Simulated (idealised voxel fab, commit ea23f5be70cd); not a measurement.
Process module under the name voxel self aligned contacts
Square cells of 5 nm make up the cross-section cut, whose width is 220 nm.
Square cells in a grid make up a cross-section in this document, and the grid is given as bands, listed from the top down, each one or more rows of cells. Basically the band line says how high the top is and how high the bottom is, in nm, and then what's in it from left to right, every material with its width in nm. Empty space shows up as "blank", and if a single material carries "throughout" it runs the full band edge to edge. Height 0 is the level under which the wafer as received is all one material. The lowest band goes on downwards, as in "top 0, no bottom". A width given as "30 to 40" starts at the first number in the band's top row and ends at the second number in its bottom row, shifting by an equal amount at every step from row to row. Any step labelled "no modifications" changed none of the cells in the cross-section. "Voids lacking openings" specifies each empty space that is not open to the top and that occupies no fewer than 8 cells, using the form width x height at distance, the distance measured from the left edge and all three quantities in nm. Read whatever lies past the settings on a step's line as the simulator's own remark about the step. Steps that use a mask can have "overlay nm" on their line. It says how far the mask sat to the right of where it was meant to be. Negative means to the left.

These are the steps we planned for the process:
1) RECEIVE with material Si
2) CONFORMAL_DEP with material SiO2, thk nm 5
3) DIRECTIONAL_DEP with material polySi, thk nm 25
4) DIRECTIONAL_DEP with material SiN, thk nm 25
5) DIRECTIONAL_DEP with material aC, thk nm 15
6) PATTERN with tone cover, mask id GATE, material resist, width nm 25, pitch nm 70, thk nm 30, overlay nm 0
7) DIRECTIONAL_ETCH with etch materials aC, depth nm 15
8) STRIP with etch materials resist
9) DIRECTIONAL_ETCH with etch materials SiN, depth nm 25
10) DIRECTIONAL_ETCH with etch materials polySi, depth nm 25
11) STRIP with etch materials aC
12) CONFORMAL_DEP with material SiN, thk nm 5
13) DIRECTIONAL_ETCH with etch materials SiN, depth nm 10
14) FILL_DEP with material SiO2, thk nm 20
15) CMP with height nm 65
16) PATTERN with tone open, mask id CONTACT, material resist, width nm 55, thk nm 20, overlay nm 0
17) DIRECTIONAL_ETCH with etch materials SiO2, depth nm 65
18) STRIP with etch materials resist
19) CONFORMAL_DEP with material TiN, thk nm 5
20) FILL_DEP with material W, thk nm 10
21) CMP with height nm 65
22) CONFORMAL_DEP with material SiN, thk nm 5
Keep in mind the plan's value for the thk nm of step 12 comes from the first wafer; the wafers don't share that setting, but they do share the same starting point.

Cross-section of the first of several wafers on receipt, reflecting completion of step 1:
	top 0, no bottom: Si throughout
	Voids lacking openings: none

Where each wafer stands at the end of the module, a row apiece: cells of each material gained (+) or lost (-) since it was received, then closed voids:
thk nm 5 | +120 SiN | +343 SiO2 | +35 TiN | +68 W | +50 polySi | Voids lacking openings: none
thk nm 10 | +174 SiN | +315 SiO2 | +35 TiN | +42 W | +50 polySi | Voids lacking openings: none
thk nm 15 | +258 SiN | +267 SiO2 | +31 TiN | +10 W | +50 polySi | Voids lacking openings: none
thk nm 20 | +342 SiN | +214 SiO2 | +10 TiN | +50 polySi | Voids lacking openings: none
thk nm 25 | +387 SiN | +179 SiO2 | +50 polySi | Voids lacking openings: none
